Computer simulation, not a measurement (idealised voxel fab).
Module name: voxel air gaps (process module)
Square cell edge 5 nm, section width 295 nm, ID cut.
Cross-section = grid of square cells, listed top down in bands; band = one or more rows.
In this notation a band is specified by the heights of its top and bottom, in that order and in nm, after which its materials appear from left to right, each paired with its width in nm. The word "edge to edge" attached to a single material means that material fills the band from edge to edge; the word "empty" stands for empty space.
Heights from 0 (as-received wafer is one material below). Bottom band endless downward, as "from 0 down".
It should be noted that a width expressed as "30..40" varies in equal increments from row to row of cells within the band, taking the value of the first number at the top row and that of the second number at the bottom row.
You'll sometimes find "no alteration" written for a step, and that's the way of saying that nowhere in the cross-section did a cell change during that step.
Empty spaces counting at least 8 cells and having no open way to the top are listed in "Closed void register". The notation width x height at distance is used for each, the distance being from the left edge and all three values in nm.
What comes after the settings on a step's line is commentary from the simulator itself on that step.
overlay nm: right-of-plan distance of the mask on a masked step; negative values mean left-of-plan.

Steps in the process plan
1) RECEIVE, material Si
2) CONFORMAL_DEP, material SiO2, thk nm 15
3) CONFORMAL_DEP, material SiN, thk nm 5
4) DIRECTIONAL_DEP, material lowk, thk nm 25
5) MASKED_ETCH, tone open, mask id LINES, width nm 20, pitch nm 50, etch materials lowk, depth nm 35, overlay nm 0
6) CONFORMAL_DEP, material TiN, thk nm 5
7) FILL_DEP, material Cu, thk nm 5
8) CMP, height nm 55
9) EPI, material Ru, thk nm 10
10) SELECTIVE_ETCH, etch materials lowk, depth nm 45
11) CONFORMAL_DEP, material SiN, thk nm 5
For clarity, it should be stated that the wafers under discussion commence in an identical condition and differ with respect to the thk nm of step 4, the plan indicating the value that the first wafer had.

First wafer of several, as received: cross-section after step 1
from 0 down  Si edge to edge
Closed void register: none

Every row in this table is a wafer at the end of the module, and it gives, for each of the materials, the cells that wafer has gained (+) or lost (-) since it was received, then its closed voids
thk nm 25; +89 Cu; +118 Ru; +118 SiN; +177 SiO2; +89 TiN; +235 lowk; Closed void register: none
thk nm 30; +36 Cu; +118 Ru; +118 SiN; +177 SiO2; +95 TiN; +282 lowk; Closed void register: none
thk nm 35; +36 Cu; +48 Ru; +196 SiN; +177 SiO2; +48 TiN; Closed void register: 20 x 25 at 110; 20 x 25 at 160
